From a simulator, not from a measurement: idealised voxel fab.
process module | voxel capacitor over wiring
cross-section cut | 280 nm wide | cells 5 nm
A cross-section is a grid of square cells, given in bands from the top down. A band is one or more rows of cells.
Each band's line starts with the height of the band's top and of its bottom, in nm. Then come its materials from left to right, each with its width in nm. One material with "throughout" fills the band from edge to edge. "air" is empty space.
Height 0 is the level under which the wafer as received is all one material. The lowest band goes on downwards, as in "0 down".
A width such as "30 to 40" changes by the same amount from each row of cells to the next, from the band's top row to its bottom row.
"no change" after a step means that no cell of the cross-section changed.
closed voids: empty space of 8 cells or more with no open way to the top, each as width x height at its distance from the left edge, in nm
after a step's settings: what the simulator itself notes on the step
overlay nm, on a step with a mask: how far to the right of its planned place the mask lay; to the left if negative
plan
1 op RECEIVE | material Si
2 op CONFORMAL_DEP | material SiO2 | thk nm 15
3 op DIRECTIONAL_DEP | material TiN | thk nm 5
4 op DIRECTIONAL_DEP | material W | thk nm 15
5 op DIRECTIONAL_DEP | material aC | thk nm 10
6 op PATTERN | tone cover | mask id METAL_1 | material resist | width nm 20 | pitch nm 70 | thk nm 30 | overlay nm 0
7 op DIRECTIONAL_ETCH | etch materials aC | depth nm 10
8 op STRIP | etch materials resist
9 op DIRECTIONAL_ETCH | etch materials W | depth nm 15
10 op DIRECTIONAL_ETCH | etch materials TiN | depth nm 5
11 op STRIP | etch materials aC
12 op FILL_DEP | material SiO2 | thk nm 5
13 op CMP | height nm 35
14 op CONFORMAL_DEP | material SiCN | thk nm 5
15 op DIRECTIONAL_DEP | material SiO2 | thk nm 15
16 op MASKED_ETCH | tone open | mask id PLUG_1 | width nm 15 | etch materials SiO2 | depth nm 15 | overlay nm 0
17 op MASKED_ETCH | tone open | mask id PLUG_1 | width nm 15 | etch materials SiCN | depth nm 5 | overlay nm 0
18 op EPI | material Ru | thk nm 10
19 op EPI | material Ru | thk nm 10
20 op DIRECTIONAL_DEP | material TiN | thk nm 10
21 op DIRECTIONAL_DEP | material SiN | thk nm 5
22 op DIRECTIONAL_DEP | material TiN | thk nm 5
23 op PATTERN | tone cover | mask id UPPER_PLATE | material resist | width nm 55 | thk nm 20 | overlay nm 0
24 op DIRECTIONAL_ETCH | etch materials TiN | depth nm 5
25 op DIRECTIONAL_ETCH | etch materials SiN | depth nm 5
26 op STRIP | etch materials resist
27 op DIRECTIONAL_DEP | material aC | thk nm 10
28 op PATTERN | tone cover | mask id LOWER_PLATE | material resist | width nm 65 | thk nm 25 | overlay nm 0
29 op DIRECTIONAL_ETCH | etch materials aC | depth nm 10
30 op STRIP | etch materials resist
31 op DIRECTIONAL_ETCH | etch materials TiN | depth nm 10
32 op STRIP | etch materials aC
33 op FILL_DEP | material SiO2 | thk nm 20
34 op CMP | height nm 90
35 op PATTERN | tone open | mask id PLUG_2 | material resist | width nm 15 | thk nm 15 | overlay nm 0
36 op DIRECTIONAL_ETCH | etch materials SiO2 | depth nm 15
37 op STRIP | etch materials resist
38 op CONFORMAL_DEP | material TiN | thk nm 5
39 op FILL_DEP | material W | thk nm 10
40 op CMP | height nm 90
41 op CONFORMAL_DEP | material SiN | thk nm 5
as received, after step 1
  0 down: Si throughout
  closed voids: none
first wafer at the end, as planned
  95 to 90: SiN throughout
  90 to 80: SiO2 110 | TiN 5 | W 5 | TiN 5 | SiO2 155
  80 to 70: SiO2 110 to 100 | TiN 15 to 55 | SiO2 155 to 125
  70 to 65: SiO2 100 | SiN 55 | SiO2 125
  65 to 55: SiO2 95 | TiN 65 | SiO2 120
  55 to 40: SiO2 100 | Ru 15 | SiO2 165
  40 to 35: SiCN 100 | Ru 15 | SiCN 165
  35 to 20: SiO2 95 | W 20 | SiO2 50 | W 20 | SiO2 95
  20 to 15: SiO2 95 | TiN 20 | SiO2 50 | TiN 20 | SiO2 95
  15 to 0: SiO2 throughout
  0 down: Si throughout
  closed voids: none
second wafer at the end: like start, like plan, one mistake
  95 to 90: SiN throughout
  90 to 80: SiO2 110 | TiN 5 | W 5 | TiN 5 | SiO2 155
  80 to 70: SiO2 110 to 105 | TiN 15 to 50 | SiO2 155 to 125
  70 to 65: SiO2 100 | SiN 55 | SiO2 125
  65 to 55: SiO2 100 | TiN 70 | SiO2 110
  55 to 40: SiO2 100 | Ru 15 | SiO2 165
  40 to 35: SiCN 100 | Ru 15 | SiCN 165
  35 to 20: SiO2 95 | W 20 | SiO2 50 | W 20 | SiO2 95
  20 to 15: SiO2 95 | TiN 20 | SiO2 50 | TiN 20 | SiO2 95
  15 to 0: SiO2 throughout
  0 down: Si throughout
  closed voids: none
what went wrong: step 28 ran as: op PATTERN | tone cover | mask id LOWER_PLATE | material resist | width nm 65 | thk nm 25 | overlay nm 10
at the end the second wafer has, in cells: 1 fewer of SiO2 | 1 more of TiN
